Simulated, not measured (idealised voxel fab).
The process module presented herein is designated voxel transistor to metal.
For reference, the cross-section in this document is cut, with width 165 nm and square cells of 5 nm.
Cross-section = grid of square cells, listed top down in bands; band = one or more rows. Within each band entry, the heights of the top and of the bottom of the band appear first, in that order and in nm; the materials of the band then follow from left to right, each with its corresponding width in nm. The designation "throughout" on a single material indicates that it fills the band from edge to edge; the designation "blank" indicates empty space. Height reference: 0 = level under which incoming wafer is all one material. Lowest band: no bottom, runs on downward, e.g. "0 and below". The width entry "30..40" should be interpreted row by row: the top row of cells in the band takes the first number, the bottom row takes the second number, and the change between adjacent rows is uniform throughout. Key: "all unchanged" - step with no changed cell in the cross-section. In "Sealed void list" the enclosed voids are listed, meaning empty spaces of 8 cells or larger without any opening to the top. The form is width x height at distance, distance from the left edge, units nm. after a step's settings: what the simulator itself notes on the step. overlay nm: on a step with a mask, how far right of its planned place the mask lay; negative means left.
[Steps planned for the process]
1,RECEIVE, material Si
2,CONFORMAL_DEP, material SiO2, thk nm 5
3,CONFORMAL_DEP, material SiN, thk nm 10
4,MASKED_ETCH, tone cover, mask id ACTIVE, width nm 110, etch materials SiN, depth nm 10, overlay nm 0
5,MASKED_ETCH, tone cover, mask id ACTIVE, width nm 110, etch materials SiO2, depth nm 5, overlay nm 0
6,MASKED_ETCH, tone cover, mask id ACTIVE, width nm 110, etch materials Si, depth nm 35, overlay nm 0
7,FILL_DEP, material SiO2, thk nm 15
8,CMP, height nm 15
9,SELECTIVE_ETCH, etch materials SiO2, depth nm 10
10,STRIP, etch materials SiN
11,SELECTIVE_ETCH, etch materials SiO2, depth nm 5
12,OXIDIZE, depth nm 5
13,DIRECTIONAL_DEP, material polySi, thk nm 25
14,DIRECTIONAL_DEP, material SiCN, thk nm 10
15,DIRECTIONAL_DEP, material aC, thk nm 15
16,PATTERN, tone cover, mask id GATE, material resist, width nm 20, thk nm 30, overlay nm 0
17,DIRECTIONAL_ETCH, etch materials aC, depth nm 15
18,STRIP, etch materials resist
19,DIRECTIONAL_ETCH, etch materials SiCN, depth nm 20
20,DIRECTIONAL_ETCH, etch materials polySi, depth nm 35
21,STRIP, etch materials aC
22,CONFORMAL_DEP, material SiO2, thk nm 5
23,DIRECTIONAL_ETCH, etch materials SiO2, depth nm 5
24,CONFORMAL_DEP, material SiN, thk nm 5
25,DIRECTIONAL_ETCH, etch materials SiN, depth nm 5
26,DIRECTIONAL_ETCH, etch materials SiO2, depth nm 5
27,DIRECTIONAL_ETCH, etch materials Si, depth nm 10
28,EPI, material nSi, thk nm 15
29,FILL_DEP, material SiO2, thk nm 5
30,CMP, height nm 35
31,DIRECTIONAL_DEP, material SiO2, thk nm 10
32,PATTERN, tone open, mask id CONTACT, material resist, width nm 35, pitch nm 65, thk nm 20, overlay nm 0
33,DIRECTIONAL_ETCH, etch materials SiO2, depth nm 45
34,STRIP, etch materials resist
35,CONFORMAL_DEP, material TiN, thk nm 5
36,FILL_DEP, material Ru, thk nm 10
37,CMP, height nm 45
38,CONFORMAL_DEP, material SiN, thk nm 5
39,DIRECTIONAL_DEP, material lowk, thk nm 20
40,PATTERN, tone open, mask id METAL_1, material resist, width nm 20, pitch nm 80, thk nm 15, overlay nm 0
41,DIRECTIONAL_ETCH, etch materials lowk, depth nm 20
42,DIRECTIONAL_ETCH, etch materials SiN, depth nm 5
43,STRIP, etch materials resist
44,CONFORMAL_DEP, material TiN, thk nm 5
45,FILL_DEP, material W, thk nm 5
46,CMP, height nm 70
47,CONFORMAL_DEP, material SiCN, thk nm 5
[Step 1 complete: cross-section of the wafer as received]
0 and below: Si throughout
Sealed void list: none
[Cross-section, first of two wafers, end of module, run as planned]
75 down to 70: SiCN throughout
70 down to 50: lowk=30, then TiN=5, then W=10, then TiN=5, then lowk=60, then TiN=5, then W=10, then TiN=5, then lowk=35
50 down to 45: SiN=30, then TiN=20, then SiN=60, then TiN=20, then SiN=35
45 down to 35: SiO2=30, then TiN=5, then Ru=25..20, then TiN=5..10, then SiO2=30, then TiN=5..10, then Ru=25..20, then TiN=5, then SiO2=35
35 down to 25: SiO2=30, then TiN=5, then Ru=20, then TiN=5, then SiN=5, then SiO2=5, then SiCN=20, then SiO2=5, then SiN=5, then TiN=5, then Ru=20, then TiN=5, then SiO2=35
25 down to 15: SiO2=30, then TiN=5, then Ru=20, then TiN=5, then SiN=5, then SiO2=5, then polySi=20, then SiO2=5, then SiN=5, then TiN=5, then Ru=20, then TiN=5, then SiO2=35
15 down to 10: SiO2=30, then TiN=5, then Ru=5, then TiN=20, then SiN=5, then SiO2=5, then polySi=20, then SiO2=5, then SiN=5, then TiN=20, then Ru=5, then TiN=5, then SiO2=35
10 down to 5: SiO2=30, then TiN=5, then Ru=5, then TiN=5, then nSi=15, then SiN=5, then SiO2=5, then polySi=20, then SiO2=5, then SiN=5, then nSi=15, then TiN=5, then Ru=5, then TiN=5, then SiO2=35
5 down to 0: SiO2=30, then TiN=15, then nSi=15, then SiN=5, then SiO2=5, then polySi=20, then SiO2=5, then SiN=5, then nSi=15, then TiN=15, then SiO2=35
0 down to -5: SiO2=20, then nSi=40, then SiO2=40, then nSi=40, then SiO2=25
-5 down to -15: SiO2=25, then nSi=35, then Si=40, then nSi=35, then SiO2=30
-15 down to -35: SiO2=25, then Si=110, then SiO2=30
-35 and below: Si throughout
Sealed void list: none
[Cross-sectional view of the second of two wafers upon completion of the module. This wafer shared its starting condition and process plan with the first; one error was made during its execution]
75 down to 70: SiCN throughout
70 down to 50: lowk=30, then TiN=5, then W=10, then TiN=5, then lowk=60, then TiN=5, then W=10, then TiN=5, then lowk=35
50 down to 45: SiN=30, then TiN=20, then SiN=60, then TiN=20, then SiN=35
45 down to 35: SiO2=30, then TiN=5, then Ru=25..20, then TiN=5..10, then SiO2=30, then TiN=5..10, then Ru=25..20, then TiN=5, then SiO2=35
35 down to 30: SiO2=30, then TiN=5, then Ru=20, then TiN=5, then SiN=5, then SiO2=5, then SiCN=20, then SiO2=5, then SiN=5, then TiN=5, then Ru=20, then TiN=5, then SiO2=35
30 down to 25: SiO2=30, then TiN=30, then SiN=5, then SiO2=5, then SiCN=20, then SiO2=5, then SiN=5, then TiN=30, then SiO2=35
25 down to 15: SiO2=30, then nSi=30, then SiN=5, then SiO2=5, then polySi=20, then SiO2=5, then SiN=5, then nSi=30, then SiO2=35
15 down to 0: SiO2=5, then nSi=55, then SiN=5, then SiO2=5, then polySi=20, then SiO2=5, then SiN=5, then nSi=55, then SiO2=10
0 down to -5: SiO2=5, then nSi=55, then SiO2=40, then nSi=55, then SiO2=10
-5 down to -15: SiO2=25, then nSi=35, then Si=40, then nSi=35, then SiO2=30
-15 down to -35: SiO2=25, then Si=110, then SiO2=30
-35 and below: Si throughout
Sealed void list: none
Heads up, the wafer didn't run the way we planned it: it should be noted that step 28 of the plan was executed twice
Materials where the second wafer ends with more or fewer cells than the first: -28 Ru | -36 SiO2 | -20 TiN | +84 nSi
